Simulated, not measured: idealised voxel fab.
Documented hereafter: the process module known as voxel transistor to metal.
Cross-section cut spans 290 nm and uses square cells 5 nm in size.
In what follows, cross-sections appear as grids of square cells, described through bands that run from the top down, where every band is one or more rows of cells.
Heights first: top, then bottom, in nm. Then materials, left to right, each with a width in nm. "edge to edge" on a single material: fills the band edge to edge. "blank": empty space.
Beneath 0, the wafer as received is one material, and that level is where height counting begins. The lowest band goes on downward without a bottom; it is written like "from 0 down".
The width entry "30->40" should be interpreted row by row: the top row of cells in the band takes the first number, the bottom row takes the second number, and the change between adjacent rows is uniform throughout.
Key: "remains unaltered" - step with no changed cell in the cross-section.
"Sealed void listing" lists enclosed empty spaces (at least 8 cells, no open path upward to the top), each as width x height at distance from the left edge, in nm.
Anything after a step's settings on that line? It's the simulator's own note about the step.
overlay nm: mask offset rightward from planned place, masked step; negative means leftward offset.
Below you will find pairs of cross-sections. In each, one shows the wafer before one process step and the other after it, with the after view ending at the lowest band that changed. Under each pair is the step separating them, along with its settings. Do not assume the pairs form a chain: they can come from different runs of this module on the same starting wafer, and a pair continues from the pair above it only when its "Pre-step section" entry says so.

Pre-step section
> from 40 to 25 | 35 SiO2 / 15 blank / 65 SiO2 / 15 blank / 30 SiO2 / 15 blank / 65 SiO2 / 15 blank / 35 SiO2
> from 25 to 15 | 55 W / 5 TiN / 5 HfO2 / 5 SiN / 25 SiO2 / 5 SiN / 5 HfO2 / 5 TiN / 70 W / 5 TiN / 5 HfO2 / 5 SiN / 25 SiO2 / 5 SiN / 5 HfO2 / 5 TiN / 55 W
> from 15 to 10 | 30 TiN / 25 W / 5 TiN / 5 HfO2 / 5 SiN / 25 SiO2 / 5 SiN / 5 HfO2 / 5 TiN / 70 W / 5 TiN / 5 HfO2 / 5 SiN / 25 SiO2 / 5 SiN / 5 HfO2 / 5 TiN / 25 W / 30 TiN
> from 10 to 5 | 25 HfO2 / 5 TiN / 25 W / 5 TiN / 5 HfO2 / 5 SiN / 25 SiO2 / 5 SiN / 5 HfO2 / 5 TiN / 70 W / 5 TiN / 5 HfO2 / 5 SiN / 25 SiO2 / 5 SiN / 5 HfO2 / 5 TiN / 25 W / 5 TiN / 25 HfO2
> from 5 to 0 | 20 SiO2 / 5 HfO2 / 35 TiN / 5 HfO2 / 5 SiN / 25 SiO2 / 5 SiN / 5 HfO2 / 80 TiN / 5 HfO2 / 5 SiN / 25 SiO2 / 5 SiN / 5 HfO2 / 35 TiN / 5 HfO2 / 20 SiO2
> from 0 to -5 | 20 SiO2 / 50 HfO2 / 25 pSi / 100 HfO2 / 25 pSi / 50 HfO2 / 20 SiO2
> from -5 to -25 | 30 SiO2 / 105 Si / 20 SiO2 / 105 Si / 30 SiO2
> from -25 down | Si edge to edge
> Sealed void listing: none

Section After Processing
> from 45 to 40 | 40 TiN / 5 blank / 75 TiN / 5 blank / 40 TiN / 5 blank / 75 TiN / 5 blank / 40 TiN
> from 40 to 30 | 35 SiO2 / 5 TiN / 5 blank / 5 TiN / 65 SiO2 / 5 TiN / 5 blank / 5 TiN / 30 SiO2 / 5 TiN / 5 blank / 5 TiN / 65 SiO2 / 5 TiN / 5 blank / 5 TiN / 35 SiO2
> from 30 to 25 | 35 SiO2 / 15 TiN / 65 SiO2 / 15 TiN / 30 SiO2 / 15 TiN / 65 SiO2 / 15 TiN / 35 SiO2
> Under 25: no change, same as before.
> Sealed void listing: none
Between the two cross-sections above, the process step reads CONFORMAL_DEP,material TiN,thk nm 5

Pre-step section: It is represented by the cross-section appearing after the step of the pair directly above.

Section After Processing
> from 50 to 45 | Ru edge to edge
> from 45 to 40 | 40 TiN / 5 Ru / 75 TiN / 5 Ru / 40 TiN / 5 Ru / 75 TiN / 5 Ru / 40 TiN
> from 40 to 30 | 35 SiO2 / 5 TiN / 5 Ru / 5 TiN / 65 SiO2 / 5 TiN / 5 Ru / 5 TiN / 30 SiO2 / 5 TiN / 5 Ru / 5 TiN / 65 SiO2 / 5 TiN / 5 Ru / 5 TiN / 35 SiO2
> Under 30: no change, same as before.
> Sealed void listing: none
Between the two cross-sections above, the process step reads FILL_DEP,material Ru,thk nm 5

Pre-step section: It is represented by the cross-section appearing after the step of the pair directly above.

Section After Processing
> from 40 to 30 | 35 SiO2 / 5 TiN / 5 Ru / 5 TiN / 65 SiO2 / 5 TiN / 5 Ru / 5 TiN / 30 SiO2 / 5 TiN / 5 Ru / 5 TiN / 65 SiO2 / 5 TiN / 5 Ru / 5 TiN / 35 SiO2
> Under 30: no change, same as before.
> Sealed void listing: none
Between the two cross-sections above, the process step reads CMP,height nm 40

Pre-step section: It is represented by the cross-section appearing after the step of the pair directly above.

Section After Processing
> from 45 to 40 | SiCN edge to edge
> Under 40: no change, same as before.
> Sealed void listing: none
Between the two cross-sections above, the process step reads CONFORMAL_DEP,material SiCN,thk nm 5

Pre-step section: It is represented by the cross-section appearing after the step of the pair directly above.

Section After Processing
> from 70 to 45 | SiO2 edge to edge
> Under 45: no change, same as before.
> Sealed void listing: none
Between the two cross-sections above, the process step reads DIRECTIONAL_DEP,material SiO2,thk nm 25

Pre-step section: It is represented by the cross-section appearing after the step of the pair directly above.

Section After Processing
> from 90 to 70 | 35 resist / 15 blank / 65 resist / 15 blank / 30 resist / 15 blank / 65 resist / 15 blank / 35 resist
> Under 70: no change, same as before.
> Sealed void listing: none
Between the two cross-sections above, the process step reads PATTERN,tone open,mask id METAL_1,material resist,width nm 15,thk nm 20,overlay nm 0

Pre-step section: It is represented by the cross-section appearing after the step of the pair directly above.

Section After Processing
> from 90 to 70 | 35 resist / 15 blank / 65 resist / 15 blank / 30 resist / 15 blank / 65 resist / 15 blank / 35 resist
> from 70 to 45 | 35 SiO2 / 15 blank / 65 SiO2 / 15 blank / 30 SiO2 / 15 blank / 65 SiO2 / 15 blank / 35 SiO2
> Under 45: no change, same as before.
> Sealed void listing: none
Between the two cross-sections above, the process step reads DIRECTIONAL_ETCH,etch materials SiO2,depth nm 25

Pre-step section: It is represented by the cross-section appearing after the step of the pair directly above.

Section After Processing
> from 90 to 70 | 35 resist / 15 blank / 65 resist / 15 blank / 30 resist / 15 blank / 65 resist / 15 blank / 35 resist
> from 70 to 45 | 35 SiO2 / 15 blank / 65 SiO2 / 15 blank / 30 SiO2 / 15 blank / 65 SiO2 / 15 blank / 35 SiO2
> from 45 to 40 | 35 SiCN / 15 blank / 65 SiCN / 15 blank / 30 SiCN / 15 blank / 65 SiCN / 15 blank / 35 SiCN
> Under 40: no change, same as before.
> Sealed void listing: none
Between the two cross-sections above, the process step reads DIRECTIONAL_ETCH,etch materials SiCN,depth nm 5

Pre-step section: It is represented by the cross-section appearing after the step of the pair directly above.

Section After Processing
> from 70 to 45 | 35 SiO2 / 15 blank / 65 SiO2 / 15 blank / 30 SiO2 / 15 blank / 65 SiO2 / 15 blank / 35 SiO2
> Under 45: no change, same as before.
> Sealed void listing: none
Between the two cross-sections above, the process step reads STRIP,etch materials resist

Pre-step section: It is represented by the cross-section appearing after the step of the pair directly above.

Section After Processing
> from 75 to 70 | 40 TiN / 5 blank / 75 TiN / 5 blank / 40 TiN / 5 blank / 75 TiN / 5 blank / 40 TiN
> from 70 to 45 | 35 SiO2 / 5 TiN / 5 blank / 5 TiN / 65 SiO2 / 5 TiN / 5 blank / 5 TiN / 30 SiO2 / 5 TiN / 5 blank / 5 TiN / 65 SiO2 / 5 TiN / 5 blank / 5 TiN / 35 SiO2
> from 45 to 40 | 35 SiCN / 15 TiN / 65 SiCN / 15 TiN / 30 SiCN / 15 TiN / 65 SiCN / 15 TiN / 35 SiCN
> Under 40: no change, same as before.
> Sealed void listing: none
Between the two cross-sections above, the process step reads CONFORMAL_DEP,material TiN,thk nm 5

Pre-step section: It is represented by the cross-section appearing after the step of the pair directly above.

Section After Processing
> from 85 to 75 | Ru edge to edge
> from 75 to 70 | 40 TiN / 5 Ru / 75 TiN / 5 Ru / 40 TiN / 5 Ru / 75 TiN / 5 Ru / 40 TiN
> from 70 to 45 | 35 SiO2 / 5 TiN / 5 Ru / 5 TiN / 65 SiO2 / 5 TiN / 5 Ru / 5 TiN / 30 SiO2 / 5 TiN / 5 Ru / 5 TiN / 65 SiO2 / 5 TiN / 5 Ru / 5 TiN / 35 SiO2
> Under 45: no change, same as before.
> Sealed void listing: none
Between the two cross-sections above, the process step reads FILL_DEP,material Ru,thk nm 10

Pre-step section: It is represented by the cross-section appearing after the step of the pair directly above.

Section After Processing
> from 70 to 45 | 35 SiO2 / 5 TiN / 5 Ru / 5 TiN / 65 SiO2 / 5 TiN / 5 Ru / 5 TiN / 30 SiO2 / 5 TiN / 5 Ru / 5 TiN / 65 SiO2 / 5 TiN / 5 Ru / 5 TiN / 35 SiO2
> Under 45: no change, same as before.
> Sealed void listing: none
Between the two cross-sections above, the process step reads CMP,height nm 70

Pre-step section: It is represented by the cross-section appearing after the step of the pair directly above.

Section After Processing
> from 75 to 70 | SiCN edge to edge
> Under 70: no change, same as before.
> Sealed void listing: none
Between the two cross-sections above, the process step reads CONFORMAL_DEP,material SiCN,thk nm 5
